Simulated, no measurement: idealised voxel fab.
You're looking at the process module voxel ribs on slabs.
Section cut is 250 nm wide and gridded with 5 nm square cells.
In this document a cross-section is written as a grid of square cells. It is given as a series of bands, listed from the top down, and a band is one or more rows of cells. Per band: top height and bottom height in nm, followed by the left-to-right materials and their widths in nm; "everywhere" marks a single material spanning edge to edge, "air" marks empty space. A quick word on heights: they are counted from 0, and under that level the wafer as it came to us is one material throughout. The lowest band is different from the rest in having no bottom; it simply continues downward, written as in "0..down". Quick explanation for "30->40": the width changes in equal steps down the rows of cells, from the first number in the band's top row to the second number in its bottom row. When a step is marked "stayed the same", none of the cells in the cross-section changed during that step. What "Fully sealed voids" gives you is every empty space of 8 cells or more that is cut off from the top. Each appears as width x height at distance, with the distance taken from the left edge and width, height and distance all in nm. Whatever follows a step's settings on its line is a remark the simulator itself makes about that step. A step's line can hold "overlay nm"; with a mask on that step, the setting says how far right of the planned place the mask lay, while a negative setting says it lay to the left.
### Process steps (planned)
1 op RECEIVE | material Si
2 op DIRECTIONAL_DEP | material SiO2 | thk nm 30
3 op DIRECTIONAL_DEP | material polySi | thk nm 20
4 op PATTERN | tone cover | mask id RIB | material resist | width nm 30 | thk nm 20 | overlay nm 0
5 op DIRECTIONAL_ETCH | etch materials polySi | depth nm 5
6 op STRIP | etch materials resist
7 op MASKED_ETCH | tone cover | mask id SLAB | width nm 90 | etch materials polySi | depth nm 15 | overlay nm 0
8 op FILL_DEP | material SiO2 | thk nm 15
9 op CMP | height nm 60
10 op DIRECTIONAL_DEP | material TiN | thk nm 5
11 op DIRECTIONAL_DEP | material aC | thk nm 10
12 op PATTERN | tone cover | mask id HEATER | material resist | width nm 40 | thk nm 25 | overlay nm 0
13 op DIRECTIONAL_ETCH | etch materials aC | depth nm 10
14 op STRIP | etch materials resist
15 op DIRECTIONAL_ETCH | etch materials TiN | depth nm 5
16 op STRIP | etch materials aC
17 op CONFORMAL_DEP | material SiO2 | thk nm 10
### The first of the two wafers, which ran as planned
### Wafer cross-section on receipt, i.e. after step 1
- 0..down | Si everywhere
- Fully sealed voids: none
### Cross-section of the wafer subsequent to step 2
- 30..0 | SiO2 everywhere
- Whatever lies below 0 is exactly as it was before.
### Cross-section of the wafer subsequent to step 3
- 50..30 | polySi everywhere
- Whatever lies below 30 is exactly as it was before.
### Cross-section of the wafer subsequent to step 4
- 70..50 | air: 110 | resist: 30 | air: 110
- Whatever lies below 50 is exactly as it was before.
### Cross-section of the wafer subsequent to step 5
- 70..50 | air: 110 | resist: 30 | air: 110
- 50..45 | air: 110 | polySi: 30 | air: 110
- Whatever lies below 45 is exactly as it was before.
### Cross-section of the wafer subsequent to step 6
- 50..45 | air: 110 | polySi: 30 | air: 110
- Whatever lies below 45 is exactly as it was before.
### Cross-section of the wafer subsequent to step 7
- 50..45 | air: 110 | polySi: 30 | air: 110
- 45..30 | air: 80 | polySi: 90 | air: 80
- Whatever lies below 30 is exactly as it was before.
### Cross-section of the wafer subsequent to step 8
- 65..50 | SiO2 everywhere
- 50..45 | SiO2: 110 | polySi: 30 | SiO2: 110
- 45..30 | SiO2: 80 | polySi: 90 | SiO2: 80
- Whatever lies below 30 is exactly as it was before.
### Cross-section of the wafer subsequent to step 9
- 60..50 | SiO2 everywhere
- Whatever lies below 50 is exactly as it was before.
### Cross-section of the wafer subsequent to step 10
- 65..60 | TiN everywhere
- Whatever lies below 60 is exactly as it was before.
### Cross-section of the wafer subsequent to step 11
- 75..65 | aC everywhere
- Whatever lies below 65 is exactly as it was before.
### Cross-section of the wafer subsequent to step 12
- 100..75 | air: 105 | resist: 40 | air: 105
- Whatever lies below 75 is exactly as it was before.
### Cross-section of the wafer subsequent to step 13
- 90..75 | air: 105 | resist: 40 | air: 105
- 75..65 | air: 105 | aC: 40 | air: 105
- Whatever lies below 65 is exactly as it was before.
### Cross-section of the wafer subsequent to step 14
- 75..65 | air: 105 | aC: 40 | air: 105
- Whatever lies below 65 is exactly as it was before.
### Cross-section of the wafer subsequent to step 15
- 75..65 | air: 105 | aC: 40 | air: 105
- 65..60 | air: 105 | TiN: 40 | air: 105
- Whatever lies below 60 is exactly as it was before.
### Cross-section of the wafer subsequent to step 16
- 65..60 | air: 105 | TiN: 40 | air: 105
- Whatever lies below 60 is exactly as it was before.
### Cross-section of the wafer subsequent to step 17
- 75..70 | air: 95 | SiO2: 60 | air: 95
- 70..65 | SiO2 everywhere
- 65..60 | SiO2: 105 | TiN: 40 | SiO2: 105
- Whatever lies below 60 is exactly as it was before.
### The second wafer was prepared from the same starting point and under the same plan as the first; its processing contained one mistake, and it remains indistinguishable from the first wafer up to and including step 10
### Cross-section, second wafer, at the end time the plan gives for step 11
- 75..65 | polySi everywhere
- Whatever lies below 65 is exactly as it was before.
### Cross-section, second wafer, at the end time the plan gives for step 12
- 100..75 | air: 105 | resist: 40 | air: 105
- Whatever lies below 75 is exactly as it was before.
### Cross-section, second wafer, at the end time the plan gives for step 13
- 90..75 | air: 105 | resist: 40 | air: 105
- Whatever lies below 75 is exactly as it was before.
### Cross-section, second wafer, at the end time the plan gives for step 14
- 75..65 | polySi everywhere
- Whatever lies below 65 is exactly as it was before.
Cross-section, second wafer, at the end time the plan gives for step 15: stayed the same
Cross-section, second wafer, at the end time the plan gives for step 16: stayed the same
### Cross-section, second wafer, at the end time the plan gives for step 17
- 85..75 | SiO2 everywhere
- Whatever lies below 75 is exactly as it was before.
Misprocessing identified: step 11 was processed under conditions differing from the plan, specifically as op DIRECTIONAL_DEP | material polySi | thk nm 10
End check, counted in cells, second wafer has more or fewer of these materials than the first: 4 fewer of SiO2, 42 more of TiN, 100 more of polySi
